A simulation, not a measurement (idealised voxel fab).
Process module under the name voxel self aligned contacts
Section cut is 280 nm wide and gridded with 5 nm square cells.
Bands, listed from the top down, are how a cross-section gets written in this document; the cross-section itself is a grid of square cells, and a band is one or more rows of them. What a band's entry tells you: where the top is and where the bottom is, as heights in nm, and after that what lies inside, material by material from left to right, each with its width in nm. Empty space is written as the word "blank", and a single material marked with the word "throughout" occupies the band from edge to edge. Heights from 0 (as-received wafer is one material below). Bottom band endless downward, as "from 0 down". A width such as "30..40" changes by the same amount from each row of cells to the next, from the band's top row to its bottom row. The designation "left unchanged", where it is given for a processing step, indicates that no cell of the cross-section was altered in the course of that step. "Unvented cavities" lists enclosed empty spaces (at least 8 cells, no open path upward to the top), each as width x height at distance from the left edge, in nm. On each step's line, the part that comes after the settings is the simulator's own comment on the step. overlay nm: on a step with a mask, how far right of its planned place the mask lay; negative means left.

**The steps planned for the process are as follows**
- 1: RECEIVE | material Si
- 2: CONFORMAL_DEP | material SiO2 | thk nm 5
- 3: DIRECTIONAL_DEP | material polySi | thk nm 30
- 4: DIRECTIONAL_DEP | material SiN | thk nm 15
- 5: MASKED_ETCH | tone cover | mask id GATE | width nm 25 | pitch nm 60 | etch materials SiN | depth nm 15 | overlay nm 0
- 6: MASKED_ETCH | tone cover | mask id GATE | width nm 25 | pitch nm 60 | etch materials polySi | depth nm 30 | overlay nm 0
- 7: CONFORMAL_DEP | material SiN | thk nm 5
- 8: DIRECTIONAL_ETCH | etch materials SiN | depth nm 5
- 9: FILL_DEP | material SiO2 | thk nm 20
- 10: CMP | height nm 60
- 11: PATTERN | tone open | mask id CONTACT | material resist | width nm 45 | thk nm 15 | overlay nm 0
- 12: DIRECTIONAL_ETCH | etch materials SiO2 | depth nm 60
- 13: STRIP | etch materials resist
- 14: CONFORMAL_DEP | material TiN | thk nm 5
- 15: FILL_DEP | material Ru | thk nm 5
- 16: CMP | height nm 60
- 17: CONFORMAL_DEP | material SiN | thk nm 5

**Wafer cross-section on receipt, i.e. after step 1**
from 0 down = Si throughout
Unvented cavities: none

**Cross-sectional view of the first of the two wafers upon completion of the module, processed in accordance with the plan**
from 65 to 60 = SiN throughout
from 60 to 50 = 115 SiO2, 5..15 TiN, 35..15 Ru, 5..15 TiN, 120 SiO2
from 50 to 35 = 90 SiO2, 35 SiN, 5 TiN, 15 Ru, 5 TiN, 35 SiN, 95 SiO2
from 35 to 5 = 90 SiO2, 5 SiN, 25 polySi, 5 SiN, 5 TiN, 15 Ru, 5 TiN, 5 SiN, 25 polySi, 5 SiN, 95 SiO2
from 5 to 0 = 125 SiO2, 25 TiN, 130 SiO2
from 0 down = Si throughout
Unvented cavities: none

**What the second wafer looks like in cross-section once the module is done. Its start and its plan matched the first wafer's exactly; what differed was one mistake in how it was run**
from 65 to 60 = SiN throughout
from 60 to 50 = 120 SiO2, 5..10 TiN, 35..15 Ru, 5..20 TiN, 115 SiO2
from 50 to 35 = 90 SiO2, 35 SiN, 5 TiN, 15 Ru, 5 TiN, 35 SiN, 95 SiO2
from 35 to 5 = 90 SiO2, 5 SiN, 25 polySi, 5 SiN, 5 TiN, 15 Ru, 5 TiN, 5 SiN, 25 polySi, 5 SiN, 95 SiO2
from 5 to 0 = 125 SiO2, 25 TiN, 130 SiO2
from 0 down = Si throughout
Unvented cavities: none
Against the plan, the run slipped here: note that step 11 departed from the planned setting and was carried out as PATTERN | tone open | mask id CONTACT | material resist | width nm 45 | thk nm 15 | overlay nm 5
Both wafers, final: cells per material equal; arrangement not.
